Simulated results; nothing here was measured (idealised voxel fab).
The process module presented herein is designated voxel self aligned vias.
Cross-sectional view cut (width: 235 nm; square cell size: 5 nm).
If you're reading a cross-section in this doc, picture square cells in a grid; it comes to you as bands, top ones listed first down to the bottom, and a band can be one or more rows of cells. Basically the band line says how high the top is and how high the bottom is, in nm, and then what's in it from left to right, every material with its width in nm. Empty space shows up as "blank", and if a single material carries "throughout" it runs the full band edge to edge. We count height from 0. Below that, the starting wafer is all one material. The lowest band never ends at the bottom but goes on down; see "from 0 down" for how that is written. The expression "30->40" gives the width at the extremes of the band, the first number at its top row of cells and the second at its bottom row, with the width changing by equal amounts from each row to the next in between. A step reported as "no modifications" is a step in which no cell of the cross-section changed. "Internal closed voids": sealed empty spaces, 8 cells or more, no open way to top, listed width x height at distance, with distance from the left edge and width, height and distance in nm. Formally, on a step line, whatever follows the settings is a remark that the simulator itself makes on the step. The optional step-line setting "overlay nm" applies to steps with a mask and quantifies how far to the right of its planned location the mask lay, a negative value indicating leftward placement.

STEPS IN THE PROCESS PLAN
- 1: op RECEIVE | material Si
- 2: op CONFORMAL_DEP | material SiO2 | thk nm 15
- 3: op CONFORMAL_DEP | material SiCN | thk nm 5
- 4: op DIRECTIONAL_DEP | material SiO2 | thk nm 30
- 5: op MASKED_ETCH | tone open | mask id LINES | width nm 25 | pitch nm 60 | etch materials SiO2 | depth nm 30 | overlay nm 0
- 6: op CONFORMAL_DEP | material TiN | thk nm 5
- 7: op FILL_DEP | material W | thk nm 10
- 8: op CMP | height nm 50
- 9: op SELECTIVE_ETCH | etch materials W Ru TiN | depth nm 5
- 10: op FILL_DEP | material SiN | thk nm 5
- 11: op CMP | height nm 50
- 12: op DIRECTIONAL_DEP | material SiO2 | thk nm 15
- 13: op MASKED_ETCH | tone open | mask id VIAS | width nm 25 | pitch nm 60 | etch materials SiO2 | depth nm 15 | overlay nm 0
- 14: op MASKED_ETCH | tone open | mask id VIAS | width nm 35 | pitch nm 60 | etch materials SiN | depth nm 5 | overlay nm 0
- 15: op CONFORMAL_DEP | material TiN | thk nm 5
- 16: op FILL_DEP | material Cu | thk nm 5
- 17: op CMP | height nm 65
- 18: op CONFORMAL_DEP | material SiCN | thk nm 5
The plan shows the width nm of step 13 as the first wafer had it; this setting differs between the wafers, which start out alike.

FIRST WAFER OF SEVERAL, AS RECEIVED: CROSS-SECTION AFTER STEP 1
> from 0 down = Si throughout
> Internal closed voids: none

CROSS-SECTIONAL REPRESENTATION OF THE FIRST OF SEVERAL WAFERS AT THE END OF THE MODULE, I.E. AFTER ITS TERMINAL STEP, STEP 18
> from 70 to 65 = SiCN throughout
> from 65 to 50 = 75 of SiO2 / 5 of TiN / 15 of Cu / 5 of TiN / 35 of SiO2 / 5 of TiN / 15 of Cu / 5 of TiN / 75 of SiO2
> from 50 to 45 = 75 of SiO2 / 25 of TiN / 35 of SiO2 / 25 of TiN / 75 of SiO2
> from 45 to 25 = 75 of SiO2 / 5 of TiN / 15 of W / 5 of TiN / 35 of SiO2 / 5 of TiN / 15 of W / 5 of TiN / 75 of SiO2
> from 25 to 20 = 75 of SiO2 / 25 of TiN / 35 of SiO2 / 25 of TiN / 75 of SiO2
> from 20 to 15 = SiCN throughout
> from 15 to 0 = SiO2 throughout
> from 0 down = Si throughout
> Internal closed voids: none

LAST WAFER, END OF MODULE, CROSS-SECTION
> from 70 to 65 = SiCN throughout
> from 65 to 55 = 65 of SiO2 / 5 of TiN / 35 of Cu / 5 of TiN / 15 of SiO2 / 5 of TiN / 35 of Cu / 5 of TiN / 65 of SiO2
> from 55 to 50 = 65 of SiO2 / 15 of TiN / 15 of Cu / 15 of TiN / 15 of SiO2 / 15 of TiN / 15 of Cu / 15 of TiN / 65 of SiO2
> from 50 to 45 = 75 of SiO2 / 25 of TiN / 35 of SiO2 / 25 of TiN / 75 of SiO2
> from 45 to 25 = 75 of SiO2 / 5 of TiN / 15 of W / 5 of TiN / 35 of SiO2 / 5 of TiN / 15 of W / 5 of TiN / 75 of SiO2
> from 25 to 20 = 75 of SiO2 / 25 of TiN / 35 of SiO2 / 25 of TiN / 75 of SiO2
> from 20 to 15 = SiCN throughout
> from 15 to 0 = SiO2 throughout
> from 0 down = Si throughout
> Internal closed voids: none

WAFER ROWS, END OF MODULE: CELLS PER MATERIAL GAINED (+) OR LOST (-) SINCE RECEIPT; CLOSED VOIDS LAST
width nm 25; +18 Cu; +94 SiCN; +474 SiO2; +48 TiN; +24 W; Internal closed voids: none
width nm 30; +22 Cu; +94 SiCN; +468 SiO2; +50 TiN; +24 W; Internal closed voids: none
width nm 35; +26 Cu; +94 SiCN; +462 SiO2; +52 TiN; +24 W; Internal closed voids: none
width nm 40; +30 Cu; +94 SiCN; +456 SiO2; +54 TiN; +24 W; Internal closed voids: none
width nm 45; +34 Cu; +94 SiCN; +450 SiO2; +56 TiN; +24 W; Internal closed voids: none
